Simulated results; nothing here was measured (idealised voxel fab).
process module | voxel capacitor over wiring
cross-section cut | 200 nm wide | cells 5 nm
A cross-section is a grid of square cells, given in bands from the top down. A band is one or more rows of cells.
Each band's line starts with the height of the band's top and of its bottom, in nm. Then come its materials from left to right, each with its width in nm. One material with "throughout" fills the band from edge to edge. "air" is empty space.
Height 0 is the level under which the wafer as received is all one material. The lowest band goes on downwards, as in "0 down".
A width such as "30 to 40" changes by the same amount from each row of cells to the next, from the band's top row to its bottom row.
"no change" after a step means that no cell of the cross-section changed.
closed voids: empty space of 8 cells or more with no open way to the top, each as width x height at its distance from the left edge, in nm
after a step's settings: what the simulator itself notes on the step
overlay nm, on a step with a mask: how far to the right of its planned place the mask lay; to the left if negative
plan
1 op RECEIVE | material Si
2 op CONFORMAL_DEP | material SiO2 | thk nm 10
3 op DIRECTIONAL_DEP | material TiN | thk nm 5
4 op DIRECTIONAL_DEP | material W | thk nm 25
5 op MASKED_ETCH | tone cover | mask id METAL_1 | width nm 25 | pitch nm 95 | etch materials W | depth nm 25 | overlay nm 0
6 op MASKED_ETCH | tone cover | mask id METAL_1 | width nm 15 | pitch nm 95 | etch materials TiN | depth nm 5 | overlay nm 0
7 op FILL_DEP | material SiO2 | thk nm 5
8 op CMP | height nm 40
9 op CONFORMAL_DEP | material SiCN | thk nm 5
10 op DIRECTIONAL_DEP | material SiO2 | thk nm 20
11 op MASKED_ETCH | tone open | mask id PLUG_1 | width nm 15 | etch materials SiO2 | depth nm 20 | overlay nm 0
12 op MASKED_ETCH | tone open | mask id PLUG_1 | width nm 15 | etch materials SiCN | depth nm 5 | overlay nm 0
13 op EPI | material Ru | thk nm 10
14 op EPI | material Ru | thk nm 10
15 op EPI | material Ru | thk nm 5
16 op DIRECTIONAL_DEP | material TiN | thk nm 5
17 op DIRECTIONAL_DEP | material HfO2 | thk nm 5
18 op DIRECTIONAL_DEP | material TiN | thk nm 10
19 op PATTERN | tone cover | mask id UPPER_PLATE | material resist | width nm 75 | thk nm 20 | overlay nm 0
20 op DIRECTIONAL_ETCH | etch materials TiN | depth nm 10
21 op DIRECTIONAL_ETCH | etch materials HfO2 | depth nm 5
22 op STRIP | etch materials resist
23 op DIRECTIONAL_DEP | material aC | thk nm 10
24 op PATTERN | tone cover | mask id LOWER_PLATE | material resist | width nm 85 | thk nm 30 | overlay nm 0
25 op DIRECTIONAL_ETCH | etch materials aC | depth nm 10
26 op STRIP | etch materials resist
27 op DIRECTIONAL_ETCH | etch materials TiN | depth nm 5
28 op STRIP | etch materials aC
29 op FILL_DEP | material SiO2 | thk nm 20
30 op CMP | height nm 100
31 op DIRECTIONAL_DEP | material aC | thk nm 10
32 op PATTERN | tone open | mask id PLUG_2 | material resist | width nm 15 | thk nm 30 | overlay nm 0
33 op DIRECTIONAL_ETCH | etch materials aC | depth nm 10
34 op STRIP | etch materials resist
35 op DIRECTIONAL_ETCH | etch materials SiO2 | depth nm 15
36 op STRIP | etch materials aC
37 op CONFORMAL_DEP | material TiN | thk nm 5
38 op FILL_DEP | material Ru | thk nm 5
39 op CMP | height nm 100
40 op CONFORMAL_DEP | material SiN | thk nm 5
varied across the wafers: width nm of step 6. The plan shows the first wafer's value. All wafers start alike
first wafer as received, after step 1
  0 down: Si throughout
  closed voids: none
first wafer at the end, after step 40
  105 to 100: SiN throughout
  100 to 90: SiO2 60 | TiN 5 | Ru 5 | TiN 5 | SiO2 125
  90 to 85: SiO2 60 | TiN 15 | SiO2 125
  85 to 75: SiO2 50 | TiN 75 | SiO2 75
  75 to 70: SiO2 50 | HfO2 75 | SiO2 75
  70 to 65: SiO2 45 | TiN 85 | SiO2 70
  65 to 45: SiO2 50 | Ru 15 | SiO2 135
  45 to 40: SiCN 50 | Ru 15 | SiCN 135
  40 to 15: SiO2 40 | W 25 | SiO2 70 | W 25 | SiO2 40
  15 to 10: SiO2 40 | TiN 25 | SiO2 70 | TiN 25 | SiO2 40
  10 to 0: SiO2 throughout
  0 down: Si throughout
  closed voids: none
last wafer at the end
  105 to 100: SiN throughout
  100 to 90: SiO2 60 | TiN 5 | Ru 5 | TiN 5 | SiO2 125
  90 to 85: SiO2 60 | TiN 15 | SiO2 125
  85 to 75: SiO2 50 | TiN 75 | SiO2 75
  75 to 70: SiO2 50 | HfO2 75 | SiO2 75
  70 to 65: SiO2 45 | TiN 85 | SiO2 70
  65 to 45: SiO2 50 | Ru 15 | SiO2 135
  45 to 40: SiCN 50 | Ru 15 | SiCN 135
  40 to 15: SiO2 40 | W 25 | SiO2 70 | W 25 | SiO2 40
  15 to 10: SiO2 35 | TiN 40 | SiO2 55 | TiN 40 | SiO2 30
  10 to 0: SiO2 throughout
  0 down: Si throughout
  closed voids: none
each wafer at the end: cells of each material gained (+) or lost (-) since it was received, then its closed voids
width nm 15 | +15 HfO2 | +17 Ru | +37 SiCN | +40 SiN | +617 SiO2 | +64 TiN | +50 W | closed voids: none
width nm 20 | +15 HfO2 | +17 Ru | +37 SiCN | +40 SiN | +617 SiO2 | +64 TiN | +50 W | closed voids: none
width nm 25 | +15 HfO2 | +17 Ru | +37 SiCN | +40 SiN | +617 SiO2 | +64 TiN | +50 W | closed voids: none
width nm 30 | +15 HfO2 | +17 Ru | +37 SiCN | +40 SiN | +615 SiO2 | +66 TiN | +50 W | closed voids: none
width nm 35 | +15 HfO2 | +17 Ru | +37 SiCN | +40 SiN | +613 SiO2 | +68 TiN | +50 W | closed voids: none
width nm 40 | +15 HfO2 | +17 Ru | +37 SiCN | +40 SiN | +611 SiO2 | +70 TiN | +50 W | closed voids: none
